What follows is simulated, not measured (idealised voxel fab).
Herein follows the process module entitled voxel wiring stack.
Square cells of 5 nm make up the cross-section cut, whose width is 280 nm.
Think of the cross-section as a grid of square cells. We describe it in bands, top to bottom, and each band covers one or more rows of those cells.
Read a band's entry like this: the first values are the height of its top and the height of its bottom in nm, and what follows is the sequence of materials from left to right, each with its width in nm. Note that "blank" is empty space, and that a single material marked "full width" reaches across the band from edge to edge.
Where do heights start? At 0: under that level the wafer as delivered is made of one material only. And the lowest band has no floor; it just carries on downward, as in "from 0 down".
Read "30->40" as a graded width: first number on top, second number at the bottom, same change between each pair of neighbouring rows.
The designation "nothing was modified", where it is given for a processing step, indicates that no cell of the cross-section was altered in the course of that step.
The entry "Fully sealed voids" lists the empty spaces that cover at least 8 cells and have no open path to the top. Each is written as width x height at distance, where the distance is measured from the left edge and all three values are in nm.
Read whatever lies past the settings on a step's line as the simulator's own remark about the step.
"overlay nm", when on a step's line for a step with a mask, measures how far to the right of its planned place the mask lay; a negative measure means to the left.

These are the steps we planned for the process:
| 1 | RECEIVE,material Si |
| 2 | CONFORMAL_DEP,material SiO2,thk nm 10 |
| 3 | CONFORMAL_DEP,material SiCN,thk nm 5 |
| 4 | DIRECTIONAL_DEP,material lowk,thk nm 25 |
| 5 | DIRECTIONAL_DEP,material aC,thk nm 10 |
| 6 | PATTERN,tone open,mask id METAL_1,material resist,width nm 30,pitch nm 55,thk nm 30,overlay nm 0 |
| 7 | DIRECTIONAL_ETCH,etch materials aC,depth nm 10 |
| 8 | STRIP,etch materials resist |
| 9 | DIRECTIONAL_ETCH,etch materials lowk,depth nm 25 |
| 10 | DIRECTIONAL_ETCH,etch materials SiCN,depth nm 5 |
| 11 | STRIP,etch materials aC |
| 12 | CONFORMAL_DEP,material TiN,thk nm 5 |
| 13 | FILL_DEP,material Ru,thk nm 5 |
| 14 | CMP,height nm 40 |
| 15 | EPI,material Ru,thk nm 5 |
| 16 | FILL_DEP,material SiCN,thk nm 5 |
| 17 | DIRECTIONAL_DEP,material lowk,thk nm 15 |
| 18 | DIRECTIONAL_DEP,material aC,thk nm 15 |
| 19 | PATTERN,tone open,mask id PLUG_1,material resist,width nm 15,pitch nm 110,thk nm 35,overlay nm 0 |
| 20 | DIRECTIONAL_ETCH,etch materials aC,depth nm 15 |
| 21 | STRIP,etch materials resist |
| 22 | DIRECTIONAL_ETCH,etch materials lowk,depth nm 15 |
| 23 | DIRECTIONAL_ETCH,etch materials SiCN,depth nm 5 |
| 24 | STRIP,etch materials aC |
| 25 | EPI,material Ru,thk nm 10 |
| 26 | EPI,material Ru,thk nm 10 |
| 27 | DIRECTIONAL_DEP,material TiN,thk nm 5 |
| 28 | DIRECTIONAL_DEP,material W,thk nm 25 |
| 29 | DIRECTIONAL_DEP,material aC,thk nm 10 |
| 30 | PATTERN,tone cover,mask id METAL_2,material resist,width nm 30,pitch nm 55,thk nm 30,overlay nm 0 |
| 31 | DIRECTIONAL_ETCH,etch materials aC,depth nm 10 |
| 32 | STRIP,etch materials resist |
| 33 | DIRECTIONAL_ETCH,etch materials W,depth nm 25 |
| 34 | DIRECTIONAL_ETCH,etch materials TiN,depth nm 5 |
| 35 | STRIP,etch materials aC |
| 36 | CONFORMAL_DEP,material SiCN,thk nm 5 |
| 37 | FILL_DEP,material lowk,thk nm 5 |
| 38 | CMP,height nm 95 |
| 39 | CONFORMAL_DEP,material SiCN,thk nm 5 |
| 40 | DIRECTIONAL_DEP,material SiO2,thk nm 20 |
| 41 | MASKED_ETCH,tone open,mask id PLUG_2,width nm 15,pitch nm 55,etch materials SiO2,depth nm 20,overlay nm 0 |
| 42 | MASKED_ETCH,tone open,mask id PLUG_2,width nm 15,pitch nm 55,etch materials SiCN,depth nm 5,overlay nm 0 |
| 43 | EPI,material Ru,thk nm 10 |
| 44 | EPI,material Ru,thk nm 10 |
| 45 | EPI,material Ru,thk nm 5 |
| 46 | DIRECTIONAL_DEP,material TiN,thk nm 5 |
| 47 | DIRECTIONAL_DEP,material Ru,thk nm 25 |
| 48 | MASKED_ETCH,tone cover,mask id METAL_3,width nm 30,pitch nm 55,etch materials Ru,depth nm 25,overlay nm 0 |
| 49 | MASKED_ETCH,tone cover,mask id METAL_3,width nm 30,pitch nm 55,etch materials TiN,depth nm 5,overlay nm 0 |
| 50 | FILL_DEP,material lowk,thk nm 5 |
| 51 | CMP,height nm 150 |
| 52 | CONFORMAL_DEP,material SiN,thk nm 5 |

Step 1 complete: cross-section of the wafer as received:
  from 0 down | Si full width
  Fully sealed voids: none

Sectioned view, first of two wafers, at the close of the module, processed as intended in the plan:
  from 155 to 150 | SiN full width
  from 150 to 125 | lowk 40 / Ru 30 / lowk 25 / Ru 30 / lowk 25 / Ru 30 / lowk 25 / Ru 30 / lowk 45
  from 125 to 120 | lowk 40 / TiN 30 / lowk 25 / TiN 30 / lowk 25 / TiN 30 / lowk 25 / TiN 30 / lowk 45
  from 120 to 100 | SiO2 40 / Ru 15 / SiO2 40 / Ru 15 / SiO2 40 / Ru 15 / SiO2 40 / Ru 15 / SiO2 60
  from 100 to 95 | SiCN 40 / Ru 15 / SiCN 40 / Ru 15 / SiCN 40 / Ru 15 / SiCN 40 / Ru 15 / SiCN 60
  from 95 to 70 | lowk 35 / SiCN 5 / W 30 / SiCN 5 / lowk 15 / SiCN 5 / W 30 / SiCN 5 / lowk 15 / SiCN 5 / W 30 / SiCN 5 / lowk 15 / SiCN 5 / W 30 / SiCN 5 / lowk 40
  from 70 to 65 | SiCN 40 / TiN 30 / SiCN 25 / TiN 30 / SiCN 25 / TiN 30 / SiCN 25 / TiN 30 / SiCN 45
  from 65 to 50 | lowk 40 / Ru 15 / lowk 95 / Ru 15 / lowk 115
  from 50 to 45 | SiCN 40 / Ru 15 / SiCN 95 / Ru 15 / SiCN 115
  from 45 to 40 | SiCN 35 / Ru 40 / SiCN 15 / Ru 40 / SiCN 15 / Ru 40 / SiCN 15 / Ru 40 / SiCN 40
  from 40 to 15 | lowk 40 / TiN 5 / Ru 20 / TiN 5 / lowk 25 / TiN 5 / Ru 20 / TiN 5 / lowk 25 / TiN 5 / Ru 20 / TiN 5 / lowk 25 / TiN 5 / Ru 20 / TiN 5 / lowk 45
  from 15 to 10 | SiCN 40 / TiN 30 / SiCN 25 / TiN 30 / SiCN 25 / TiN 30 / SiCN 25 / TiN 30 / SiCN 45
  from 10 to 0 | SiO2 full width
  from 0 down | Si full width
  Fully sealed voids: none

Cross-section at end of module for the second wafer of two, which matched the first in starting point and plan and differed by one mistake in its processing:
  from 155 to 150 | SiN full width
  from 150 to 125 | lowk 40 / Ru 30 / lowk 25 / Ru 30 / lowk 25 / Ru 30 / lowk 25 / Ru 30 / lowk 45
  from 125 to 120 | lowk 40 / TiN 30 / lowk 25 / TiN 30 / lowk 25 / TiN 30 / lowk 25 / TiN 30 / lowk 45
  from 120 to 100 | SiO2 40 / Ru 15 / SiO2 40 / Ru 15 / SiO2 40 / Ru 15 / SiO2 40 / Ru 15 / SiO2 60
  from 100 to 95 | SiCN 40 / Ru 15 / SiCN 40 / Ru 15 / SiCN 40 / Ru 15 / SiCN 40 / Ru 15 / SiCN 60
  from 95 to 70 | lowk 35 / SiCN 5 / W 30 / SiCN 5 / lowk 15 / SiCN 5 / W 30 / SiCN 5 / lowk 15 / SiCN 5 / W 30 / SiCN 5 / lowk 15 / SiCN 5 / W 30 / SiCN 5 / lowk 40
  from 70 to 65 | SiCN 40 / TiN 30 / SiCN 25 / TiN 30 / SiCN 25 / TiN 30 / SiCN 25 / TiN 30 / SiCN 45
  from 65 to 50 | lowk 40 / Ru 15 / lowk 95 / Ru 15 / lowk 115
  from 50 to 45 | SiCN 40 / Ru 15 / SiCN 95 / Ru 15 / SiCN 115
  from 45 to 40 | SiCN 35 / Ru 40 / SiCN 15 / Ru 40 / SiCN 15 / Ru 40 / SiCN 15 / Ru 40 / SiCN 40
  from 40 to 35 | SiCN 40 / TiN 30 / SiCN 25 / TiN 30 / SiCN 25 / TiN 30 / SiCN 25 / TiN 30 / SiCN 45
  from 35 to 10 | lowk full width
  from 10 to 0 | SiO2 full width
  from 0 down | Si full width
  Fully sealed voids: none
What broke from the plan during processing? order of steps 3 and 4 inverted relative to the plan
Wrapping up, a cell-based count of both wafers puts the second over or under the first for these materials: Ru -80 | TiN -40 | lowk +120
